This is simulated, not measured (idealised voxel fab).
The following process module bears the name voxel local oxidation.
This is section cut - it's 205 nm across, gridded in 5 nm square cells.
A cross-section is written here as square cells arranged in a grid, and it is given in bands from the top down, each band taking up one or more rows of cells. Heights first: top, then bottom, in nm. Then materials, left to right, each with a width in nm. "everywhere" on a single material: fills the band edge to edge. "blank": empty space. Height is counted from the level 0, under which the received wafer is composed throughout of one material. The lowest of the bands is not closed at the bottom but continues downward, in the notation "0 nm and below". A width such as "30 to 40" changes by the same amount from each row of cells to the next, from the band's top row to its bottom row. "changes: none" after a step means that no cell of the cross-section changed. Under "Fully sealed cavities" you'll find the enclosed gaps, the ones with no way out to the top, that are 8 cells or bigger; each reads width x height at distance, with distance counted from the left edge, everything in nm. Heads up: the bit after the settings on a step's line is the simulator's remark on that step. "overlay nm" on a masked step: distance the mask lay right of its planned place, negative for left.
# The following list gives the planned process steps
1. RECEIVE,material Si
2. OXIDIZE,depth nm 5
3. CONFORMAL_DEP,material SiN,thk nm 15
4. DIRECTIONAL_DEP,material aC,thk nm 10
5. PATTERN,tone cover,mask id ACTIVE,material resist,width nm 130,thk nm 30,overlay nm 0
6. DIRECTIONAL_ETCH,etch materials aC,depth nm 10
7. STRIP,etch materials resist
8. DIRECTIONAL_ETCH,etch materials SiN,depth nm 15
9. STRIP,etch materials aC
10. SELECTIVE_ETCH,etch materials SiO2,depth nm 5
11. OXIDIZE,depth nm 10
12. STRIP,etch materials SiN
# Incoming wafer in cross-section (state: after step 1)
- 0 nm and below: Si everywhere
- Fully sealed cavities: none
# Module complete, cross-section. Starting point and plan per above. One mistake made in running the module
- 0 nm to -5 nm: 35 of blank  130 of SiO2  40 of blank
- -5 nm to -15 nm: 45 of SiO2  110 of Si  50 of SiO2
- -15 nm and below: Si everywhere
- Fully sealed cavities: none
What was the processing mistake? step 5 ran with different settings than intended, the actual operation and settings being PATTERN,tone cover,mask id ACTIVE,material resist,width nm 140,thk nm 30,overlay nm 0
